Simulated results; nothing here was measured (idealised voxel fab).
process module | voxel transistor to metal
cross-section cut | 270 nm wide | cells 5 nm
A cross-section is a grid of square cells, given in bands from the top down. A band is one or more rows of cells.
Each band's line starts with the height of the band's top and of its bottom, in nm. Then come its materials from left to right, each with its width in nm. One material with "throughout" fills the band from edge to edge. "air" is empty space.
Height 0 is the level under which the wafer as received is all one material. The lowest band goes on downwards, as in "0 down".
A width such as "30 to 40" changes by the same amount from each row of cells to the next, from the band's top row to its bottom row.
"no change" after a step means that no cell of the cross-section changed.
closed voids: empty space of 8 cells or more with no open way to the top, each as width x height at its distance from the left edge, in nm
after a step's settings: what the simulator itself notes on the step
overlay nm, on a step with a mask: how far to the right of its planned place the mask lay; to the left if negative
plan
1 op RECEIVE | material Si
2 op CONFORMAL_DEP | material SiO2 | thk nm 5
3 op CONFORMAL_DEP | material SiN | thk nm 15
4 op PATTERN | tone cover | mask id ACTIVE | material resist | width nm 100 | pitch nm 130 | thk nm 20 | overlay nm 0
5 op DIRECTIONAL_ETCH | etch materials SiN | depth nm 15
6 op DIRECTIONAL_ETCH | etch materials SiO2 | depth nm 5
7 op DIRECTIONAL_ETCH | etch materials Si | depth nm 30
8 op STRIP | etch materials resist
9 op OXIDIZE | depth nm 5
10 op FILL_DEP | material SiO2 | thk nm 5
11 op CMP | height nm 20
12 op SELECTIVE_ETCH | etch materials SiO2 | depth nm 15
13 op STRIP | etch materials SiN
14 op SELECTIVE_ETCH | etch materials SiO2 | depth nm 5
15 op OXIDIZE | depth nm 5
16 op DIRECTIONAL_DEP | material polySi | thk nm 25
17 op DIRECTIONAL_DEP | material SiCN | thk nm 10
18 op MASKED_ETCH | tone cover | mask id GATE | width nm 20 | pitch nm 130 | etch materials SiCN | depth nm 20 | overlay nm 0
19 op MASKED_ETCH | tone cover | mask id GATE | width nm 20 | pitch nm 130 | etch materials polySi | depth nm 35 | overlay nm 0
20 op CONFORMAL_DEP | material SiO2 | thk nm 5
21 op DIRECTIONAL_ETCH | etch materials SiO2 | depth nm 5
22 op CONFORMAL_DEP | material SiN | thk nm 5
23 op DIRECTIONAL_ETCH | etch materials SiN | depth nm 5
24 op DIRECTIONAL_ETCH | etch materials SiO2 | depth nm 5
25 op DIRECTIONAL_ETCH | etch materials Si | depth nm 15
26 op EPI | material pSi | thk nm 20
27 op FILL_DEP | material SiO2 | thk nm 5
28 op CMP | height nm 35
29 op DIRECTIONAL_DEP | material SiO2 | thk nm 15
30 op MASKED_ETCH | tone open | mask id CONTACT | width nm 15 | etch materials SiO2 | depth nm 50 | overlay nm 0
31 op CONFORMAL_DEP | material TiN | thk nm 5
32 op FILL_DEP | material Ru | thk nm 10
33 op CMP | height nm 50
34 op CONFORMAL_DEP | material SiN | thk nm 5
35 op DIRECTIONAL_DEP | material lowk | thk nm 15
36 op PATTERN | tone open | mask id METAL_1 | material resist | width nm 15 | thk nm 20 | overlay nm 0
37 op DIRECTIONAL_ETCH | etch materials lowk | depth nm 15
38 op DIRECTIONAL_ETCH | etch materials SiN | depth nm 5
39 op STRIP | etch materials resist
40 op CONFORMAL_DEP | material TiN | thk nm 5
41 op FILL_DEP | material W | thk nm 5
42 op CMP | height nm 70
43 op EPI | material Ru | thk nm 5
44 op FILL_DEP | material SiCN | thk nm 5
first wafer, as planned
as received, after step 1
  0 down: Si throughout
  closed voids: none
after step 2
  5 to 0: SiO2 throughout
  below 0: unchanged
after step 3
  20 to 5: SiN throughout
  below 5: unchanged
after step 4
  40 to 20: air 20 | resist 100 | air 30 | resist 100 | air 20
  below 20: unchanged
after step 5
  40 to 20: air 20 | resist 100 | air 30 | resist 100 | air 20
  20 to 5: air 20 | SiN 100 | air 30 | SiN 100 | air 20
  below 5: unchanged
after step 6
  40 to 20: air 20 | resist 100 | air 30 | resist 100 | air 20
  20 to 5: air 20 | SiN 100 | air 30 | SiN 100 | air 20
  5 to 0: air 20 | SiO2 100 | air 30 | SiO2 100 | air 20
  below 0: unchanged
after step 7
  40 to 20: air 20 | resist 100 | air 30 | resist 100 | air 20
  20 to 5: air 20 | SiN 100 | air 30 | SiN 100 | air 20
  5 to 0: air 20 | SiO2 100 | air 30 | SiO2 100 | air 20
  0 to -30: air 20 | Si 100 | air 30 | Si 100 | air 20
  below -30: unchanged
after step 8
  20 to 5: air 20 | SiN 100 | air 30 | SiN 100 | air 20
  below 5: unchanged
after step 9
  20 to 5: air 20 | SiN 100 | air 30 | SiN 100 | air 20
  5 to 0: air 20 | SiO2 100 | air 30 | SiO2 100 | air 20
  0 to -30: air 20 | SiO2 5 | Si 90 | SiO2 5 | air 30 | SiO2 5 | Si 90 | SiO2 5 | air 20
  -30 to -35: SiO2 25 | Si 90 | SiO2 40 | Si 90 | SiO2 25
  below -35: unchanged
after step 10
  25 to 20: SiO2 throughout
  20 to 5: SiO2 20 | SiN 100 | SiO2 30 | SiN 100 | SiO2 20
  5 to 0: SiO2 throughout
  0 to -35: SiO2 25 | Si 90 | SiO2 40 | Si 90 | SiO2 25
  below -35: unchanged
after step 11
  20 to 5: SiO2 20 | SiN 100 | SiO2 30 | SiN 100 | SiO2 20
  below 5: unchanged
after step 12
  20 to 5: air 20 | SiN 100 | air 30 | SiN 100 | air 20
  below 5: unchanged
after step 13
  5 to 0: SiO2 throughout
  below 0: unchanged
after step 14
  0 to -35: SiO2 25 | Si 90 | SiO2 40 | Si 90 | SiO2 25
  below -35: unchanged
after step 15
  0 to -5: SiO2 throughout
  below -5: unchanged
after step 16
  25 to 0: polySi throughout
  below 0: unchanged
after step 17
  35 to 25: SiCN throughout
  below 25: unchanged
after step 18
  35 to 25: air 60 | SiCN 20 | air 110 | SiCN 20 | air 60
  below 25: unchanged
after step 19
  35 to 25: air 60 | SiCN 20 | air 110 | SiCN 20 | air 60
  25 to 0: air 60 | polySi 20 | air 110 | polySi 20 | air 60
  below 0: unchanged
after step 20
  40 to 35: air 55 | SiO2 30 | air 100 | SiO2 30 | air 55
  35 to 25: air 55 | SiO2 5 | SiCN 20 | SiO2 5 | air 100 | SiO2 5 | SiCN 20 | SiO2 5 | air 55
  25 to 5: air 55 | SiO2 5 | polySi 20 | SiO2 5 | air 100 | SiO2 5 | polySi 20 | SiO2 5 | air 55
  5 to 0: SiO2 60 | polySi 20 | SiO2 110 | polySi 20 | SiO2 60
  below 0: unchanged
after step 21
  35 to 25: air 55 | SiO2 5 | SiCN 20 | SiO2 5 | air 100 | SiO2 5 | SiCN 20 | SiO2 5 | air 55
  25 to 0: air 55 | SiO2 5 | polySi 20 | SiO2 5 | air 100 | SiO2 5 | polySi 20 | SiO2 5 | air 55
  below 0: unchanged
after step 22
  40 to 35: air 50 | SiN 40 | air 90 | SiN 40 | air 50
  35 to 25: air 50 | SiN 5 | SiO2 5 | SiCN 20 | SiO2 5 | SiN 5 | air 90 | SiN 5 | SiO2 5 | SiCN 20 | SiO2 5 | SiN 5 | air 50
  25 to 5: air 50 | SiN 5 | SiO2 5 | polySi 20 | SiO2 5 | SiN 5 | air 90 | SiN 5 | SiO2 5 | polySi 20 | SiO2 5 | SiN 5 | air 50
  5 to 0: SiN 55 | SiO2 5 | polySi 20 | SiO2 5 | SiN 100 | SiO2 5 | polySi 20 | SiO2 5 | SiN 55
  below 0: unchanged
after step 23
  35 to 25: air 50 | SiN 5 | SiO2 5 | SiCN 20 | SiO2 5 | SiN 5 | air 90 | SiN 5 | SiO2 5 | SiCN 20 | SiO2 5 | SiN 5 | air 50
  25 to 0: air 50 | SiN 5 | SiO2 5 | polySi 20 | SiO2 5 | SiN 5 | air 90 | SiN 5 | SiO2 5 | polySi 20 | SiO2 5 | SiN 5 | air 50
  below 0: unchanged
after step 24
  35 to 30: air 50 | SiN 5 | air 5 | SiCN 20 | air 5 | SiN 5 | air 90 | SiN 5 | air 5 | SiCN 20 | air 5 | SiN 5 | air 50
  30 to 25: air 50 | SiN 5 | SiO2 5 | SiCN 20 | SiO2 5 | SiN 5 | air 90 | SiN 5 | SiO2 5 | SiCN 20 | SiO2 5 | SiN 5 | air 50
  25 to 0: air 50 | SiN 5 | SiO2 5 | polySi 20 | SiO2 5 | SiN 5 | air 90 | SiN 5 | SiO2 5 | polySi 20 | SiO2 5 | SiN 5 | air 50
  0 to -5: air 50 | SiO2 40 | air 90 | SiO2 40 | air 50
  below -5: unchanged
after step 25
  35 to 30: air 50 | SiN 5 | air 5 | SiCN 20 | air 5 | SiN 5 | air 90 | SiN 5 | air 5 | SiCN 20 | air 5 | SiN 5 | air 50
  30 to 25: air 50 | SiN 5 | SiO2 5 | SiCN 20 | SiO2 5 | SiN 5 | air 90 | SiN 5 | SiO2 5 | SiCN 20 | SiO2 5 | SiN 5 | air 50
  25 to 0: air 50 | SiN 5 | SiO2 5 | polySi 20 | SiO2 5 | SiN 5 | air 90 | SiN 5 | SiO2 5 | polySi 20 | SiO2 5 | SiN 5 | air 50
  0 to -5: air 50 | SiO2 40 | air 90 | SiO2 40 | air 50
  -5 to -20: SiO2 25 | air 25 | Si 40 | air 25 | SiO2 40 | air 25 | Si 40 | air 25 | SiO2 25
  below -20: unchanged
after step 26
  35 to 30: air 50 | SiN 5 | air 5 | SiCN 20 | air 5 | SiN 5 | air 90 | SiN 5 | air 5 | SiCN 20 | air 5 | SiN 5 | air 50
  30 to 25: air 50 | SiN 5 | SiO2 5 | SiCN 20 | SiO2 5 | SiN 5 | air 90 | SiN 5 | SiO2 5 | SiCN 20 | SiO2 5 | SiN 5 | air 50
  25 to 15: air 50 | SiN 5 | SiO2 5 | polySi 20 | SiO2 5 | SiN 5 | air 90 | SiN 5 | SiO2 5 | polySi 20 | SiO2 5 | SiN 5 | air 50
  15 to 0: air 30 | pSi 20 | SiN 5 | SiO2 5 | polySi 20 | SiO2 5 | SiN 5 | pSi 20 | air 50 | pSi 20 | SiN 5 | SiO2 5 | polySi 20 | SiO2 5 | SiN 5 | pSi 20 | air 30
  0 to -5: air 20 | pSi 30 | SiO2 40 | pSi 30 | air 30 | pSi 30 | SiO2 40 | pSi 30 | air 20
  -5 to -20: SiO2 25 | pSi 25 | Si 40 | pSi 25 | SiO2 40 | pSi 25 | Si 40 | pSi 25 | SiO2 25
  below -20: unchanged
after step 27
  40 to 35: SiO2 throughout
  35 to 25: SiO2 50 | SiN 5 | SiO2 5 | SiCN 20 | SiO2 5 | SiN 5 | SiO2 90 | SiN 5 | SiO2 5 | SiCN 20 | SiO2 5 | SiN 5 | SiO2 50
  25 to 15: SiO2 50 | SiN 5 | SiO2 5 | polySi 20 | SiO2 5 | SiN 5 | SiO2 90 | SiN 5 | SiO2 5 | polySi 20 | SiO2 5 | SiN 5 | SiO2 50
  15 to 0: SiO2 30 | pSi 20 | SiN 5 | SiO2 5 | polySi 20 | SiO2 5 | SiN 5 | pSi 20 | SiO2 50 | pSi 20 | SiN 5 | SiO2 5 | polySi 20 | SiO2 5 | SiN 5 | pSi 20 | SiO2 30
  0 to -5: SiO2 20 | pSi 30 | SiO2 40 | pSi 30 | SiO2 30 | pSi 30 | SiO2 40 | pSi 30 | SiO2 20
  below -5: unchanged
after step 28
  35 to 25: SiO2 50 | SiN 5 | SiO2 5 | SiCN 20 | SiO2 5 | SiN 5 | SiO2 90 | SiN 5 | SiO2 5 | SiCN 20 | SiO2 5 | SiN 5 | SiO2 50
  below 25: unchanged
after step 29
  50 to 35: SiO2 throughout
  below 35: unchanged
after step 30
  50 to 35: SiO2 25 | air 15 | SiO2 60 | air 15 | SiO2 40 | air 15 | SiO2 60 | air 15 | SiO2 25
  35 to 25: SiO2 25 | air 15 | SiO2 10 | SiN 5 | SiO2 5 | SiCN 20 | SiO2 5 | SiN 5 | SiO2 10 | air 15 | SiO2 40 | air 15 | SiO2 10 | SiN 5 | SiO2 5 | SiCN 20 | SiO2 5 | SiN 5 | SiO2 10 | air 15 | SiO2 25
  25 to 15: SiO2 25 | air 15 | SiO2 10 | SiN 5 | SiO2 5 | polySi 20 | SiO2 5 | SiN 5 | SiO2 10 | air 15 | SiO2 40 | air 15 | SiO2 10 | SiN 5 | SiO2 5 | polySi 20 | SiO2 5 | SiN 5 | SiO2 10 | air 15 | SiO2 25
  15 to 0: SiO2 25 | air 5 | pSi 20 | SiN 5 | SiO2 5 | polySi 20 | SiO2 5 | SiN 5 | pSi 20 | air 5 | SiO2 40 | air 5 | pSi 20 | SiN 5 | SiO2 5 | polySi 20 | SiO2 5 | SiN 5 | pSi 20 | air 5 | SiO2 25
  below 0: unchanged
after step 31
  55 to 50: TiN 30 | air 5 | TiN 70 | air 5 | TiN 50 | air 5 | TiN 70 | air 5 | TiN 30
  50 to 35: SiO2 25 | TiN 5 | air 5 | TiN 5 | SiO2 60 | TiN 5 | air 5 | TiN 5 | SiO2 40 | TiN 5 | air 5 | TiN 5 | SiO2 60 | TiN 5 | air 5 | TiN 5 | SiO2 25
  35 to 25: SiO2 25 | TiN 5 | air 5 | TiN 5 | SiO2 10 | SiN 5 | SiO2 5 | SiCN 20 | SiO2 5 | SiN 5 | SiO2 10 | TiN 5 | air 5 | TiN 5 | SiO2 40 | TiN 5 | air 5 | TiN 5 | SiO2 10 | SiN 5 | SiO2 5 | SiCN 20 | SiO2 5 | SiN 5 | SiO2 10 | TiN 5 | air 5 | TiN 5 | SiO2 25
  25 to 20: SiO2 25 | TiN 5 | air 5 | TiN 5 | SiO2 10 | SiN 5 | SiO2 5 | polySi 20 | SiO2 5 | SiN 5 | SiO2 10 | TiN 5 | air 5 | TiN 5 | SiO2 40 | TiN 5 | air 5 | TiN 5 | SiO2 10 | SiN 5 | SiO2 5 | polySi 20 | SiO2 5 | SiN 5 | SiO2 10 | TiN 5 | air 5 | TiN 5 | SiO2 25
  20 to 15: SiO2 25 | TiN 15 | SiO2 10 | SiN 5 | SiO2 5 | polySi 20 | SiO2 5 | SiN 5 | SiO2 10 | TiN 15 | SiO2 40 | TiN 15 | SiO2 10 | SiN 5 | SiO2 5 | polySi 20 | SiO2 5 | SiN 5 | SiO2 10 | TiN 15 | SiO2 25
  15 to 0: SiO2 25 | TiN 5 | pSi 20 | SiN 5 | SiO2 5 | polySi 20 | SiO2 5 | SiN 5 | pSi 20 | TiN 5 | SiO2 40 | TiN 5 | pSi 20 | SiN 5 | SiO2 5 | polySi 20 | SiO2 5 | SiN 5 | pSi 20 | TiN 5 | SiO2 25
  below 0: unchanged
after step 32
  65 to 55: Ru throughout
  55 to 50: TiN 30 | Ru 5 | TiN 70 | Ru 5 | TiN 50 | Ru 5 | TiN 70 | Ru 5 | TiN 30
  50 to 35: SiO2 25 | TiN 5 | Ru 5 | TiN 5 | SiO2 60 | TiN 5 | Ru 5 | TiN 5 | SiO2 40 | TiN 5 | Ru 5 | TiN 5 | SiO2 60 | TiN 5 | Ru 5 | TiN 5 | SiO2 25
  35 to 25: SiO2 25 | TiN 5 | Ru 5 | TiN 5 | SiO2 10 | SiN 5 | SiO2 5 | SiCN 20 | SiO2 5 | SiN 5 | SiO2 10 | TiN 5 | Ru 5 | TiN 5 | SiO2 40 | TiN 5 | Ru 5 | TiN 5 | SiO2 10 | SiN 5 | SiO2 5 | SiCN 20 | SiO2 5 | SiN 5 | SiO2 10 | TiN 5 | Ru 5 | TiN 5 | SiO2 25
  25 to 20: SiO2 25 | TiN 5 | Ru 5 | TiN 5 | SiO2 10 | SiN 5 | SiO2 5 | polySi 20 | SiO2 5 | SiN 5 | SiO2 10 | TiN 5 | Ru 5 | TiN 5 | SiO2 40 | TiN 5 | Ru 5 | TiN 5 | SiO2 10 | SiN 5 | SiO2 5 | polySi 20 | SiO2 5 | SiN 5 | SiO2 10 | TiN 5 | Ru 5 | TiN 5 | SiO2 25
  below 20: unchanged
after step 33
  50 to 35: SiO2 25 | TiN 5 | Ru 5 | TiN 5 | SiO2 60 | TiN 5 | Ru 5 | TiN 5 | SiO2 40 | TiN 5 | Ru 5 | TiN 5 | SiO2 60 | TiN 5 | Ru 5 | TiN 5 | SiO2 25
  below 35: unchanged
after step 34
  55 to 50: SiN throughout
  below 50: unchanged
after step 35
  70 to 55: lowk throughout
  below 55: unchanged
after step 36
  90 to 70: resist 25 | air 15 | resist 60 | air 15 | resist 40 | air 15 | resist 60 | air 15 | resist 25
  below 70: unchanged
after step 37
  90 to 70: resist 25 | air 15 | resist 60 | air 15 | resist 40 | air 15 | resist 60 | air 15 | resist 25
  70 to 55: lowk 25 | air 15 | lowk 60 | air 15 | lowk 40 | air 15 | lowk 60 | air 15 | lowk 25
  below 55: unchanged
after step 38
  90 to 70: resist 25 | air 15 | resist 60 | air 15 | resist 40 | air 15 | resist 60 | air 15 | resist 25
  70 to 55: lowk 25 | air 15 | lowk 60 | air 15 | lowk 40 | air 15 | lowk 60 | air 15 | lowk 25
  55 to 50: SiN 25 | air 15 | SiN 60 | air 15 | SiN 40 | air 15 | SiN 60 | air 15 | SiN 25
  below 50: unchanged
after step 39
  70 to 55: lowk 25 | air 15 | lowk 60 | air 15 | lowk 40 | air 15 | lowk 60 | air 15 | lowk 25
  below 55: unchanged
after step 40
  75 to 70: TiN 30 | air 5 | TiN 70 | air 5 | TiN 50 | air 5 | TiN 70 | air 5 | TiN 30
  70 to 55: lowk 25 | TiN 5 | air 5 | TiN 5 | lowk 60 | TiN 5 | air 5 | TiN 5 | lowk 40 | TiN 5 | air 5 | TiN 5 | lowk 60 | TiN 5 | air 5 | TiN 5 | lowk 25
  55 to 50: SiN 25 | TiN 15 | SiN 60 | TiN 15 | SiN 40 | TiN 15 | SiN 60 | TiN 15 | SiN 25
  below 50: unchanged
after step 41
  80 to 75: W throughout
  75 to 70: TiN 30 | W 5 | TiN 70 | W 5 | TiN 50 | W 5 | TiN 70 | W 5 | TiN 30
  70 to 55: lowk 25 | TiN 5 | W 5 | TiN 5 | lowk 60 | TiN 5 | W 5 | TiN 5 | lowk 40 | TiN 5 | W 5 | TiN 5 | lowk 60 | TiN 5 | W 5 | TiN 5 | lowk 25
  below 55: unchanged
after step 42
  70 to 55: lowk 25 | TiN 5 | W 5 | TiN 5 | lowk 60 | TiN 5 | W 5 | TiN 5 | lowk 40 | TiN 5 | W 5 | TiN 5 | lowk 60 | TiN 5 | W 5 | TiN 5 | lowk 25
  below 55: unchanged
after step 43
  75 to 70: air 20 | Ru 25 | air 50 | Ru 25 | air 30 | Ru 25 | air 50 | Ru 25 | air 20
  below 70: unchanged
after step 44
  80 to 75: SiCN throughout
  75 to 70: SiCN 20 | Ru 25 | SiCN 50 | Ru 25 | SiCN 30 | Ru 25 | SiCN 50 | Ru 25 | SiCN 20
  below 70: unchanged
second wafer: like start, like plan, one mistake. Through step 29 it matches the first wafer
when step 30 should have ended
  50 to 35: air 25 | SiO2 15 | air 60 | SiO2 15 | air 40 | SiO2 15 | air 60 | SiO2 15 | air 25
  35 to 25: air 25 | SiO2 15 | air 10 | SiN 5 | air 5 | SiCN 20 | air 5 | SiN 5 | air 10 | SiO2 15 | air 40 | SiO2 15 | air 10 | SiN 5 | air 5 | SiCN 20 | air 5 | SiN 5 | air 10 | SiO2 15 | air 25
  25 to 15: air 25 | SiO2 15 | air 10 | SiN 5 | air 5 | polySi 20 | air 5 | SiN 5 | air 10 | SiO2 15 | air 40 | SiO2 15 | air 10 | SiN 5 | air 5 | polySi 20 | air 5 | SiN 5 | air 10 | SiO2 15 | air 25
  15 to 0: air 25 | SiO2 5 | pSi 20 | SiN 5 | air 5 | polySi 20 | air 5 | SiN 5 | pSi 20 | SiO2 5 | air 40 | SiO2 5 | pSi 20 | SiN 5 | air 5 | polySi 20 | air 5 | SiN 5 | pSi 20 | SiO2 5 | air 25
  below 0: unchanged
when step 31 should have ended
  55 to 50: air 20 | TiN 25 | air 50 | TiN 25 | air 30 | TiN 25 | air 50 | TiN 25 | air 20
  50 to 40: air 20 | TiN 5 | SiO2 15 | TiN 5 | air 50 | TiN 5 | SiO2 15 | TiN 5 | air 30 | TiN 5 | SiO2 15 | TiN 5 | air 50 | TiN 5 | SiO2 15 | TiN 5 | air 20
  40 to 35: air 20 | TiN 5 | SiO2 15 | TiN 60 | SiO2 15 | TiN 5 | air 30 | TiN 5 | SiO2 15 | TiN 60 | SiO2 15 | TiN 5 | air 20
  35 to 25: air 20 | TiN 5 | SiO2 15 | TiN 10 | SiN 5 | TiN 5 | SiCN 20 | TiN 5 | SiN 5 | TiN 10 | SiO2 15 | TiN 5 | air 30 | TiN 5 | SiO2 15 | TiN 10 | SiN 5 | TiN 5 | SiCN 20 | TiN 5 | SiN 5 | TiN 10 | SiO2 15 | TiN 5 | air 20
  25 to 15: air 20 | TiN 5 | SiO2 15 | TiN 10 | SiN 5 | TiN 5 | polySi 20 | TiN 5 | SiN 5 | TiN 10 | SiO2 15 | TiN 5 | air 30 | TiN 5 | SiO2 15 | TiN 10 | SiN 5 | TiN 5 | polySi 20 | TiN 5 | SiN 5 | TiN 10 | SiO2 15 | TiN 5 | air 20
  15 to 5: air 20 | TiN 5 | SiO2 5 | pSi 20 | SiN 5 | TiN 5 | polySi 20 | TiN 5 | SiN 5 | pSi 20 | SiO2 5 | TiN 5 | air 30 | TiN 5 | SiO2 5 | pSi 20 | SiN 5 | TiN 5 | polySi 20 | TiN 5 | SiN 5 | pSi 20 | SiO2 5 | TiN 5 | air 20
  5 to 0: TiN 25 | SiO2 5 | pSi 20 | SiN 5 | TiN 5 | polySi 20 | TiN 5 | SiN 5 | pSi 20 | SiO2 5 | TiN 40 | SiO2 5 | pSi 20 | SiN 5 | TiN 5 | polySi 20 | TiN 5 | SiN 5 | pSi 20 | SiO2 5 | TiN 25
  below 0: unchanged
when step 32 should have ended
  65 to 55: Ru throughout
  55 to 50: Ru 20 | TiN 25 | Ru 50 | TiN 25 | Ru 30 | TiN 25 | Ru 50 | TiN 25 | Ru 20
  50 to 40: Ru 20 | TiN 5 | SiO2 15 | TiN 5 | Ru 50 | TiN 5 | SiO2 15 | TiN 5 | Ru 30 | TiN 5 | SiO2 15 | TiN 5 | Ru 50 | TiN 5 | SiO2 15 | TiN 5 | Ru 20
  40 to 35: Ru 20 | TiN 5 | SiO2 15 | TiN 60 | SiO2 15 | TiN 5 | Ru 30 | TiN 5 | SiO2 15 | TiN 60 | SiO2 15 | TiN 5 | Ru 20
  35 to 25: Ru 20 | TiN 5 | SiO2 15 | TiN 10 | SiN 5 | TiN 5 | SiCN 20 | TiN 5 | SiN 5 | TiN 10 | SiO2 15 | TiN 5 | Ru 30 | TiN 5 | SiO2 15 | TiN 10 | SiN 5 | TiN 5 | SiCN 20 | TiN 5 | SiN 5 | TiN 10 | SiO2 15 | TiN 5 | Ru 20
  25 to 15: Ru 20 | TiN 5 | SiO2 15 | TiN 10 | SiN 5 | TiN 5 | polySi 20 | TiN 5 | SiN 5 | TiN 10 | SiO2 15 | TiN 5 | Ru 30 | TiN 5 | SiO2 15 | TiN 10 | SiN 5 | TiN 5 | polySi 20 | TiN 5 | SiN 5 | TiN 10 | SiO2 15 | TiN 5 | Ru 20
  15 to 5: Ru 20 | TiN 5 | SiO2 5 | pSi 20 | SiN 5 | TiN 5 | polySi 20 | TiN 5 | SiN 5 | pSi 20 | SiO2 5 | TiN 5 | Ru 30 | TiN 5 | SiO2 5 | pSi 20 | SiN 5 | TiN 5 | polySi 20 | TiN 5 | SiN 5 | pSi 20 | SiO2 5 | TiN 5 | Ru 20
  below 5: unchanged
when step 33 should have ended
  50 to 40: Ru 20 | TiN 5 | SiO2 15 | TiN 5 | Ru 50 | TiN 5 | SiO2 15 | TiN 5 | Ru 30 | TiN 5 | SiO2 15 | TiN 5 | Ru 50 | TiN 5 | SiO2 15 | TiN 5 | Ru 20
  below 40: unchanged
when step 34 should have ended
  55 to 50: SiN throughout
  below 50: unchanged
when step 35 should have ended
  70 to 55: lowk throughout
  below 55: unchanged
when step 36 should have ended
  90 to 70: resist 25 | air 15 | resist 60 | air 15 | resist 40 | air 15 | resist 60 | air 15 | resist 25
  below 70: unchanged
when step 37 should have ended
  90 to 70: resist 25 | air 15 | resist 60 | air 15 | resist 40 | air 15 | resist 60 | air 15 | resist 25
  70 to 55: lowk 25 | air 15 | lowk 60 | air 15 | lowk 40 | air 15 | lowk 60 | air 15 | lowk 25
  below 55: unchanged
when step 38 should have ended
  90 to 70: resist 25 | air 15 | resist 60 | air 15 | resist 40 | air 15 | resist 60 | air 15 | resist 25
  70 to 55: lowk 25 | air 15 | lowk 60 | air 15 | lowk 40 | air 15 | lowk 60 | air 15 | lowk 25
  55 to 50: SiN 25 | air 15 | SiN 60 | air 15 | SiN 40 | air 15 | SiN 60 | air 15 | SiN 25
  below 50: unchanged
when step 39 should have ended
  70 to 55: lowk 25 | air 15 | lowk 60 | air 15 | lowk 40 | air 15 | lowk 60 | air 15 | lowk 25
  below 55: unchanged
when step 40 should have ended
  75 to 70: TiN 30 | air 5 | TiN 70 | air 5 | TiN 50 | air 5 | TiN 70 | air 5 | TiN 30
  70 to 55: lowk 25 | TiN 5 | air 5 | TiN 5 | lowk 60 | TiN 5 | air 5 | TiN 5 | lowk 40 | TiN 5 | air 5 | TiN 5 | lowk 60 | TiN 5 | air 5 | TiN 5 | lowk 25
  55 to 50: SiN 25 | TiN 15 | SiN 60 | TiN 15 | SiN 40 | TiN 15 | SiN 60 | TiN 15 | SiN 25
  below 50: unchanged
when step 41 should have ended
  80 to 75: W throughout
  75 to 70: TiN 30 | W 5 | TiN 70 | W 5 | TiN 50 | W 5 | TiN 70 | W 5 | TiN 30
  70 to 55: lowk 25 | TiN 5 | W 5 | TiN 5 | lowk 60 | TiN 5 | W 5 | TiN 5 | lowk 40 | TiN 5 | W 5 | TiN 5 | lowk 60 | TiN 5 | W 5 | TiN 5 | lowk 25
  below 55: unchanged
when step 42 should have ended
  70 to 55: lowk 25 | TiN 5 | W 5 | TiN 5 | lowk 60 | TiN 5 | W 5 | TiN 5 | lowk 40 | TiN 5 | W 5 | TiN 5 | lowk 60 | TiN 5 | W 5 | TiN 5 | lowk 25
  below 55: unchanged
when step 43 should have ended
  75 to 70: air 20 | Ru 25 | air 50 | Ru 25 | air 30 | Ru 25 | air 50 | Ru 25 | air 20
  below 70: unchanged
when step 44 should have ended
  80 to 75: SiCN throughout
  75 to 70: SiCN 20 | Ru 25 | SiCN 50 | Ru 25 | SiCN 30 | Ru 25 | SiCN 50 | Ru 25 | SiCN 20
  below 70: unchanged
what went wrong: step 30 ran as: op MASKED_ETCH | tone cover | mask id CONTACT | width nm 15 | etch materials SiO2 | depth nm 50 | overlay nm 0
at the end the second wafer has, in cells: 142 more of Ru | 216 fewer of SiO2 | 74 more of TiN
